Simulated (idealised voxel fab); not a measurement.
process module | voxel tone inversion
cross-section cut | 295 nm wide | cells 5 nm
A cross-section is a grid of square cells, given in bands from the top down. A band is one or more rows of cells.
Each band's line starts with the height of the band's top and of its bottom, in nm. Then come its materials from left to right, each with its width in nm. One material with "throughout" fills the band from edge to edge. "air" is empty space.
Height 0 is the level under which the wafer as received is all one material. The lowest band goes on downwards, as in "0 down".
A width such as "30 to 40" changes by the same amount from each row of cells to the next, from the band's top row to its bottom row.
"no change" after a step means that no cell of the cross-section changed.
closed voids: empty space of 8 cells or more with no open way to the top, each as width x height at its distance from the left edge, in nm
after a step's settings: what the simulator itself notes on the step
overlay nm, on a step with a mask: how far to the right of its planned place the mask lay; to the left if negative
plan
1 op RECEIVE | material Si
2 op CONFORMAL_DEP | material SiCN | thk nm 10
3 op DIRECTIONAL_DEP | material polySi | thk nm 25
4 op PATTERN | tone cover | mask id POSTS | material resist | width nm 25 | pitch nm 45 | thk nm 35 | overlay nm 0
5 op DIRECTIONAL_ETCH | etch materials polySi | depth nm 25
6 op STRIP | etch materials resist
7 op FILL_DEP | material lowk | thk nm 5
8 op CMP | height nm 35
9 op STRIP | etch materials polySi
10 op CONFORMAL_DEP | material TiN | thk nm 5
11 op FILL_DEP | material Cu | thk nm 5
12 op CMP | height nm 35
13 op CONFORMAL_DEP | material SiCN | thk nm 5
as received, after step 1
  0 down: Si throughout
  closed voids: none
first wafer at the end, as planned
  40 to 35: SiCN throughout
  35 to 15: lowk 65 | TiN 5 | Cu 15 | TiN 5 | lowk 20 | TiN 5 | Cu 15 | TiN 5 | lowk 20 | TiN 5 | Cu 15 | TiN 5 | lowk 20 | TiN 5 | Cu 15 | TiN 5 | lowk 70
  15 to 10: lowk 65 | TiN 25 | lowk 20 | TiN 25 | lowk 20 | TiN 25 | lowk 20 | TiN 25 | lowk 70
  10 to 0: SiCN throughout
  0 down: Si throughout
  closed voids: none
second wafer at the end: like start, like plan, one mistake
  40 to 35: SiCN throughout
  35 to 15: lowk 55 | TiN 5 | Cu 15 | TiN 5 | lowk 20 | TiN 5 | Cu 15 | TiN 5 | lowk 20 | TiN 5 | Cu 15 | TiN 5 | lowk 20 | TiN 5 | Cu 15 | TiN 5 | lowk 80
  15 to 10: lowk 55 | TiN 25 | lowk 20 | TiN 25 | lowk 20 | TiN 25 | lowk 20 | TiN 25 | lowk 80
  10 to 0: SiCN throughout
  0 down: Si throughout
  closed voids: none
what went wrong: step 4 ran as: op PATTERN | tone cover | mask id POSTS | material resist | width nm 25 | pitch nm 45 | thk nm 35 | overlay nm -10
at the end the second wafer has, in cells: as many of each material as the first, in other places
